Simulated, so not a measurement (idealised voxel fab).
Process module under the name voxel double patterning
It is cross-section cut that appears here, measuring 250 nm in width, its square cells being 5 nm in size.
For the purposes of this document, a cross-section shall be understood as a grid of square cells, specified as bands listed in top-to-bottom order, each band consisting of one or more rows of cells.
Top height, bottom height, nm. Materials left to right, width each, nm. Single material + "throughout" = fills band edge to edge. "empty" = empty.
We count height from 0. Below that, the starting wafer is all one material. The lowest band never ends at the bottom but goes on down; see "0 down" for how that is written.
Note: "30->40" means the width goes from the first number (top row of the band) to the second number (bottom row) in equal steps per row of cells.
Where the words "nothing got changed" appear for a step, the cross-section shows no cell changed by that step; every cell remained as before.
If an empty space has no open way to the top and is at least 8 cells in size, "Unvented cavities" lists it, written width x height at distance, where distance is measured from the left edge and every value is in nm.
It should be noted that, on the line of a given step, the content following the step's settings is a remark produced by the simulator itself with respect to that step.
overlay nm: mask right of planned place by this much (step with mask). Neg. = left.
[The planned process steps are enumerated hereunder]
1) RECEIVE,material Si
2) CONFORMAL_DEP,material SiN,thk nm 5
3) DIRECTIONAL_DEP,material SiO2,thk nm 20
4) DIRECTIONAL_DEP,material SiCN,thk nm 10
5) DIRECTIONAL_DEP,material aC,thk nm 15
6) PATTERN,tone open,mask id FIRST,material resist,width nm 15,pitch nm 50,thk nm 35,overlay nm 0
7) DIRECTIONAL_ETCH,etch materials aC,depth nm 15
8) STRIP,etch materials resist
9) DIRECTIONAL_ETCH,etch materials SiCN,depth nm 10
10) STRIP,etch materials aC
11) MASKED_ETCH,tone open,mask id SECOND,width nm 15,etch materials SiCN,depth nm 10,overlay nm 0
12) DIRECTIONAL_ETCH,etch materials SiO2,depth nm 20
13) STRIP,etch materials SiCN
[First wafer of two (run as planned)]
[So this is the incoming wafer in cross-section - it's already been through step 1]
* 0 down  Si throughout
* Unvented cavities: none
[Cross-section: wafer state after step 2]
* 5 to 0  SiN throughout
* Whatever lies below 0 is exactly as it was before.
[Cross-section: wafer state after step 3]
* 25 to 5  SiO2 throughout
* Whatever lies below 5 is exactly as it was before.
[Cross-section: wafer state after step 4]
* 35 to 25  SiCN throughout
* Whatever lies below 25 is exactly as it was before.
[Cross-section: wafer state after step 5]
* 50 to 35  aC throughout
* Whatever lies below 35 is exactly as it was before.
[Cross-section: wafer state after step 6]
* 85 to 50  resist 90, empty 15, resist 35, empty 15, resist 95
* Whatever lies below 50 is exactly as it was before.
[Cross-section: wafer state after step 7]
* 70 to 50  resist 90, empty 15, resist 35, empty 15, resist 95
* 50 to 35  aC 90, empty 15, aC 35, empty 15, aC 95
* Whatever lies below 35 is exactly as it was before.
[Cross-section: wafer state after step 8]
* 50 to 35  aC 90, empty 15, aC 35, empty 15, aC 95
* Whatever lies below 35 is exactly as it was before.
[Cross-section: wafer state after step 9]
* 50 to 35  aC 90, empty 15, aC 35, empty 15, aC 95
* 35 to 25  SiCN 90, empty 15, SiCN 35, empty 15, SiCN 95
* Whatever lies below 25 is exactly as it was before.
[Cross-section: wafer state after step 10]
* 35 to 25  SiCN 90, empty 15, SiCN 35, empty 15, SiCN 95
* Whatever lies below 25 is exactly as it was before.
[Cross-section: wafer state after step 11]
* 35 to 25  SiCN 90, empty 15, SiCN 10, empty 15, SiCN 10, empty 15, SiCN 95
* Whatever lies below 25 is exactly as it was before.
[Cross-section: wafer state after step 12]
* 35 to 25  SiCN 90, empty 15, SiCN 10, empty 15, SiCN 10, empty 15, SiCN 95
* 25 to 5  SiO2 90, empty 15, SiO2 10, empty 15, SiO2 10, empty 15, SiO2 95
* Whatever lies below 5 is exactly as it was before.
[Cross-section: wafer state after step 13]
* 25 to 5  SiO2 90, empty 15, SiO2 10, empty 15, SiO2 10, empty 15, SiO2 95
* Whatever lies below 5 is exactly as it was before.
[Notes, second wafer: start = first wafer's, plan = first wafer's, execution had one mistake; history identical to first through step 5]
[Here is the second wafer in cross-section at the point where step 6 of the plan should have been done]
* 85 to 50  empty 90, resist 15, empty 35, resist 15, empty 95
* Whatever lies below 50 is exactly as it was before.
[Here is the second wafer in cross-section at the point where step 7 of the plan should have been done]
* 70 to 50  empty 90, resist 15, empty 35, resist 15, empty 95
* 50 to 35  empty 90, aC 15, empty 35, aC 15, empty 95
* Whatever lies below 35 is exactly as it was before.
[Here is the second wafer in cross-section at the point where step 8 of the plan should have been done]
* 50 to 35  empty 90, aC 15, empty 35, aC 15, empty 95
* Whatever lies below 35 is exactly as it was before.
[Here is the second wafer in cross-section at the point where step 9 of the plan should have been done]
* 50 to 35  empty 90, aC 15, empty 35, aC 15, empty 95
* 35 to 25  empty 90, SiCN 15, empty 35, SiCN 15, empty 95
* Whatever lies below 25 is exactly as it was before.
[Here is the second wafer in cross-section at the point where step 10 of the plan should have been done]
* 35 to 25  empty 90, SiCN 15, empty 35, SiCN 15, empty 95
* Whatever lies below 25 is exactly as it was before.
Here is the second wafer in cross-section at the point where step 11 of the plan should have been done: nothing got changed
[Here is the second wafer in cross-section at the point where step 12 of the plan should have been done]
* 35 to 25  empty 90, SiCN 15, empty 35, SiCN 15, empty 95
* 25 to 5  empty 90, SiO2 15, empty 35, SiO2 15, empty 95
* Whatever lies below 5 is exactly as it was before.
[Here is the second wafer in cross-section at the point where step 13 of the plan should have been done]
* 25 to 5  empty 90, SiO2 15, empty 35, SiO2 15, empty 95
* Whatever lies below 5 is exactly as it was before.
Against the plan, the run slipped here: step 6 ran differently from the plan; actual operation with settings: PATTERN,tone cover,mask id FIRST,material resist,width nm 15,pitch nm 50,thk nm 35,overlay nm 0
In the final state, the cell counts of the second wafer exceed or fall short of those of the first for the following materials: SiO2: 140 fewer
